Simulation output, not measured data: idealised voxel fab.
process module | voxel double patterning
cross-section cut | 210 nm wide | cells 5 nm
A cross-section is a grid of square cells, given in bands from the top down. A band is one or more rows of cells.
Each band's line starts with the height of the band's top and of its bottom, in nm. Then come its materials from left to right, each with its width in nm. One material with "throughout" fills the band from edge to edge. "air" is empty space.
Height 0 is the level under which the wafer as received is all one material. The lowest band goes on downwards, as in "0 down".
A width such as "30 to 40" changes by the same amount from each row of cells to the next, from the band's top row to its bottom row.
"no change" after a step means that no cell of the cross-section changed.
closed voids: empty space of 8 cells or more with no open way to the top, each as width x height at its distance from the left edge, in nm
after a step's settings: what the simulator itself notes on the step
overlay nm, on a step with a mask: how far to the right of its planned place the mask lay; to the left if negative
plan
1 op RECEIVE | material Si
2 op CONFORMAL_DEP | material SiO2 | thk nm 10
3 op DIRECTIONAL_DEP | material polySi | thk nm 10
4 op DIRECTIONAL_DEP | material SiN | thk nm 10
5 op DIRECTIONAL_DEP | material aC | thk nm 10
6 op PATTERN | tone open | mask id FIRST | material resist | width nm 15 | pitch nm 50 | thk nm 25 | overlay nm 0
7 op DIRECTIONAL_ETCH | etch materials aC | depth nm 10
8 op STRIP | etch materials resist
9 op DIRECTIONAL_ETCH | etch materials SiN | depth nm 10
10 op STRIP | etch materials aC
11 op MASKED_ETCH | tone open | mask id SECOND | width nm 15 | pitch nm 50 | etch materials SiN | depth nm 10 | overlay nm 0
12 op DIRECTIONAL_ETCH | etch materials polySi | depth nm 10
13 op STRIP | etch materials SiN
as received, after step 1
  0 down: Si throughout
  closed voids: none
a wafer at the end: this start, this plan, one mistake
  10 to 0: polySi 45 | air 15 | polySi 10 | air 15 | polySi 10 | air 15 | polySi 10 | air 15 | polySi 10 | air 15 | polySi 50
  0 down: Si throughout
  closed voids: none
what went wrong: step 2 was left out
